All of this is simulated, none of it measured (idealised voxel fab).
A process module follows: voxel gate over fins.
Section shown: cut. Width: 250 nm. Cell size: 5 nm, square.
This document writes a cross-section as a grid whose cells are square, and gives it as bands, listed from the top down; one or more rows of cells form a band.
Quick guide to a band line: top height, bottom height (nm) up front; then every material left to right with its width in nm. Only one material and it's marked "edge to edge"? Then it fills the band edge to edge. And "blank" just means empty space.
The level at which height equals 0 is the one under which the wafer, as it arrives, is entirely one material. No lower edge exists for the bottom band, which continues downward and is notated as in "0 and below".
When a width is written as two numbers, as in "30..40", the first number is the width in the top row of cells of the band and the second is the width in its bottom row, and the width changes by the same amount from each row to the next.
"changes: none" -> step changed no cross-section cell.
"Enclosed internal cavities": empty spaces of 8 cells or more with no open way to the top, each given as width x height at distance, distance from the left edge, all in nm.
If you see something after the settings on a step's line, that's the simulator's own remark about that step.
Each step line may optionally specify "overlay nm", which for a step with a mask gives the rightward distance between the mask's planned place and where it lay, a negative value indicating the leftward direction.
### These are the steps we planned for the process
1) RECEIVE, material Si
2) CONFORMAL_DEP, material SiN, thk nm 10
3) DIRECTIONAL_DEP, material aC, thk nm 10
4) PATTERN, tone cover, mask id FINS, material resist, width nm 15, pitch nm 50, thk nm 25, overlay nm 0
5) DIRECTIONAL_ETCH, etch materials aC, depth nm 10
6) STRIP, etch materials resist
7) DIRECTIONAL_ETCH, etch materials SiN, depth nm 10
8) DIRECTIONAL_ETCH, etch materials Si, depth nm 35
9) STRIP, etch materials aC
10) FILL_DEP, material SiO2, thk nm 5
11) CMP, height nm 10
12) MASKED_ETCH, tone open, mask id RAIL, width nm 15, etch materials SiO2, depth nm 40, overlay nm -15
13) CONFORMAL_DEP, material TiN, thk nm 5
14) FILL_DEP, material Ru, thk nm 10
15) CMP, height nm 10
16) SELECTIVE_ETCH, etch materials W Ru TiN, depth nm 35
17) FILL_DEP, material SiO2, thk nm 5
18) CMP, height nm 10
19) SELECTIVE_ETCH, etch materials SiO2, depth nm 25
20) STRIP, etch materials SiN
21) CONFORMAL_DEP, material HfO2, thk nm 5
22) CONFORMAL_DEP, material TiN, thk nm 5
23) CONFORMAL_DEP, material TiAl, thk nm 5
24) CONFORMAL_DEP, material TiN, thk nm 5
25) FILL_DEP, material W, thk nm 10
26) CMP, height nm 25
27) CONFORMAL_DEP, material SiCN, thk nm 5
The plan's step 12 overlay nm is the first wafer's value; the wafers differ in this setting and start identical.
### The first of several wafers in cross-section, exactly as it reached us after step 1
* 0 and below: Si edge to edge
* Enclosed internal cavities: none
### Where each wafer stands at the end of the module, a row apiece: cells of each material gained (+) or lost (-) since it was received, then closed voids
overlay nm -15 | +62 HfO2 | -308 Si | +50 SiCN | +174 SiO2 | +62 TiAl | +123 TiN | +137 W | Enclosed internal cavities: none
overlay nm -10 | +62 HfO2 | -308 Si | +50 SiCN | +173 SiO2 | +62 TiAl | +124 TiN | +137 W | Enclosed internal cavities: none
overlay nm -5 | +62 HfO2 | -308 Si | +50 SiCN | +173 SiO2 | +62 TiAl | +124 TiN | +137 W | Enclosed internal cavities: none
overlay nm 0 | +62 HfO2 | -308 Si | +50 SiCN | +173 SiO2 | +62 TiAl | +124 TiN | +137 W | Enclosed internal cavities: none
overlay nm 5 | +62 HfO2 | -308 Si | +50 SiCN | +173 SiO2 | +62 TiAl | +124 TiN | +137 W | Enclosed internal cavities: none
overlay nm 10 | +62 HfO2 | -308 Si | +50 SiCN | +173 SiO2 | +62 TiAl | +124 TiN | +137 W | Enclosed internal cavities: none
overlay nm 15 | +62 HfO2 | -308 Si | +50 SiCN | +174 SiO2 | +62 TiAl | +123 TiN | +137 W | Enclosed internal cavities: none
